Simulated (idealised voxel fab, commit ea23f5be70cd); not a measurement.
The following is a process module called voxel air gaps.
Section cut is 250 nm wide and gridded with 5 nm square cells.
Bands, listed from the top down, are how a cross-section gets written in this document; the cross-section itself is a grid of square cells, and a band is one or more rows of them.
Top, bottom (nm), then materials left to right with widths (nm); lone material tagged "everywhere" fills the whole band edge to edge; "blank" = empty space.
Basically, 0 is our baseline, since under it the wafer straight out of the box is all one material. The bottom band has no lower end and keeps on going down, so it looks like "0 nm and below".
Graded width ("30 to 40"): value in top row of band = first number; value in bottom row = second number; row-to-row change constant.
Key: "nothing changed" - step with no changed cell in the cross-section.
Closed empty spaces (no open way to the top) of 8 cells or more are what "Entrapped voids" lists, each as width x height at distance from the left edge, nm for all three.
Anything after a step's settings on that line? It's the simulator's own note about the step.
On any step carrying a mask, the "overlay nm" setting, if present on the step's line, tells how far right of its planned place the mask lay; negative values point to the left.
THE STEPS PLANNED FOR THE PROCESS ARE AS FOLLOWS
1. RECEIVE | material Si
2. CONFORMAL_DEP | material SiO2 | thk nm 10
3. CONFORMAL_DEP | material SiN | thk nm 5
4. DIRECTIONAL_DEP | material lowk | thk nm 30
5. DIRECTIONAL_DEP | material aC | thk nm 15
6. PATTERN | tone open | mask id LINES | material resist | width nm 15 | pitch nm 40 | thk nm 35 | overlay nm 0
7. DIRECTIONAL_ETCH | etch materials aC | depth nm 15
8. STRIP | etch materials resist
9. DIRECTIONAL_ETCH | etch materials lowk | depth nm 30
10. STRIP | etch materials aC
11. CONFORMAL_DEP | material TiN | thk nm 5
12. FILL_DEP | material Cu | thk nm 5
13. CMP | height nm 45
14. EPI | material Ru | thk nm 10
15. SELECTIVE_ETCH | etch materials lowk | depth nm 40
16. CONFORMAL_DEP | material SiN | thk nm 5
All wafers enter the flow in the same state. The width nm at step 6 differs from wafer to wafer, and the plan gives the value for the first wafer.
AS RECEIVED, I.E. AFTER STEP 1: CROSS-SECTION THROUGH THE FIRST OF SEVERAL WAFERS
- 0 nm and below  Si everywhere
- Entrapped voids: none
END OF MODULE, BY WAFER: MATERIAL-BY-MATERIAL CELL GAIN (+) OR LOSS (-) SINCE RECEIPT, THEN CLOSED VOIDS
width nm 15; +20 Cu; +56 Ru; +184 SiN; +100 SiO2; +52 TiN; Entrapped voids: 15 x 20 at 75; 15 x 20 at 115; 15 x 20 at 155
width nm 20; +40 Cu; +64 Ru; +124 SiN; +100 SiO2; +56 TiN; +72 lowk; Entrapped voids: none
width nm 25; +60 Cu; +66 Ru; +124 SiN; +100 SiO2; +60 TiN; +54 lowk; Entrapped voids: none
